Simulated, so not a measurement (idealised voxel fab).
process module | voxel wiring stack
cross-section cut | 145 nm wide | cells 5 nm
A cross-section is a grid of square cells, given in bands from the top down. A band is one or more rows of cells.
Each band's line starts with the height of the band's top and of its bottom, in nm. Then come its materials from left to right, each with its width in nm. One material with "throughout" fills the band from edge to edge. "air" is empty space.
Height 0 is the level under which the wafer as received is all one material. The lowest band goes on downwards, as in "0 down".
A width such as "30 to 40" changes by the same amount from each row of cells to the next, from the band's top row to its bottom row.
"no change" after a step means that no cell of the cross-section changed.
closed voids: empty space of 8 cells or more with no open way to the top, each as width x height at its distance from the left edge, in nm
after a step's settings: what the simulator itself notes on the step
overlay nm, on a step with a mask: how far to the right of its planned place the mask lay; to the left if negative
plan
1 op RECEIVE | material Si
2 op CONFORMAL_DEP | material SiO2 | thk nm 15
3 op CONFORMAL_DEP | material SiN | thk nm 5
4 op DIRECTIONAL_DEP | material lowk | thk nm 15
5 op PATTERN | tone open | mask id METAL_1 | material resist | width nm 25 | pitch nm 45 | thk nm 20 | overlay nm 0
6 op DIRECTIONAL_ETCH | etch materials lowk | depth nm 15
7 op DIRECTIONAL_ETCH | etch materials SiN | depth nm 5
8 op STRIP | etch materials resist
9 op CONFORMAL_DEP | material TiN | thk nm 5
10 op FILL_DEP | material W | thk nm 5
11 op CMP | height nm 35
12 op CONFORMAL_DEP | material SiCN | thk nm 5
13 op DIRECTIONAL_DEP | material lowk | thk nm 15
14 op PATTERN | tone open | mask id PLUG_1 | material resist | width nm 15 | thk nm 20 | overlay nm 0
15 op DIRECTIONAL_ETCH | etch materials lowk | depth nm 15
16 op DIRECTIONAL_ETCH | etch materials SiCN | depth nm 5
17 op STRIP | etch materials resist
18 op EPI | material Ru | thk nm 10
19 op EPI | material Ru | thk nm 10
20 op DIRECTIONAL_DEP | material TiN | thk nm 5
21 op DIRECTIONAL_DEP | material W | thk nm 25
22 op DIRECTIONAL_DEP | material aC | thk nm 15
23 op PATTERN | tone cover | mask id METAL_2 | material resist | width nm 25 | pitch nm 45 | thk nm 35 | overlay nm 0
24 op DIRECTIONAL_ETCH | etch materials aC | depth nm 15
25 op STRIP | etch materials resist
26 op DIRECTIONAL_ETCH | etch materials W | depth nm 25
27 op DIRECTIONAL_ETCH | etch materials TiN | depth nm 5
28 op STRIP | etch materials aC
29 op FILL_DEP | material lowk | thk nm 5
30 op CMP | height nm 85
31 op CONFORMAL_DEP | material SiN | thk nm 5
varied across the wafers: width nm of step 14. The plan shows the first wafer's value. All wafers start alike
first wafer as received, after step 1
  0 down: Si throughout
  closed voids: none
first wafer at the end, after step 31
  90 to 85: SiN throughout
  85 to 60: lowk 35 | W 25 | lowk 20 | W 25 | lowk 40
  60 to 55: lowk 35 | TiN 25 | lowk 20 | TiN 25 | lowk 40
  55 to 40: lowk 35 | Ru 15 | lowk 95
  40 to 35: SiCN 35 | Ru 15 | SiCN 95
  35 to 20: lowk 35 | TiN 5 | W 15 | TiN 5 | lowk 20 | TiN 5 | W 15 | TiN 5 | lowk 40
  20 to 15: SiN 35 | TiN 25 | SiN 20 | TiN 25 | SiN 40
  15 to 0: SiO2 throughout
  0 down: Si throughout
  closed voids: none
last wafer at the end
  90 to 85: SiN throughout
  85 to 60: lowk 35 | W 25 | lowk 20 | W 25 | lowk 40
  60 to 55: lowk 35 | TiN 25 | lowk 20 | TiN 25 | lowk 40
  55 to 40: lowk 30 | Ru 30 | lowk 85
  40 to 35: SiCN 30 | Ru 30 | SiCN 85
  35 to 20: lowk 35 | TiN 5 | W 15 | TiN 5 | lowk 20 | TiN 5 | W 15 | TiN 5 | lowk 40
  20 to 15: SiN 35 | TiN 25 | SiN 20 | TiN 25 | SiN 40
  15 to 0: SiO2 throughout
  0 down: Si throughout
  closed voids: none
each wafer at the end: cells of each material gained (+) or lost (-) since it was received, then its closed voids
width nm 15 | +12 Ru | +26 SiCN | +48 SiN | +87 SiO2 | +32 TiN | +68 W | +249 lowk | closed voids: none
width nm 20 | +16 Ru | +25 SiCN | +48 SiN | +87 SiO2 | +32 TiN | +68 W | +246 lowk | closed voids: none
width nm 25 | +20 Ru | +24 SiCN | +48 SiN | +87 SiO2 | +32 TiN | +68 W | +243 lowk | closed voids: none
width nm 30 | +24 Ru | +23 SiCN | +48 SiN | +87 SiO2 | +32 TiN | +68 W | +240 lowk | closed voids: none
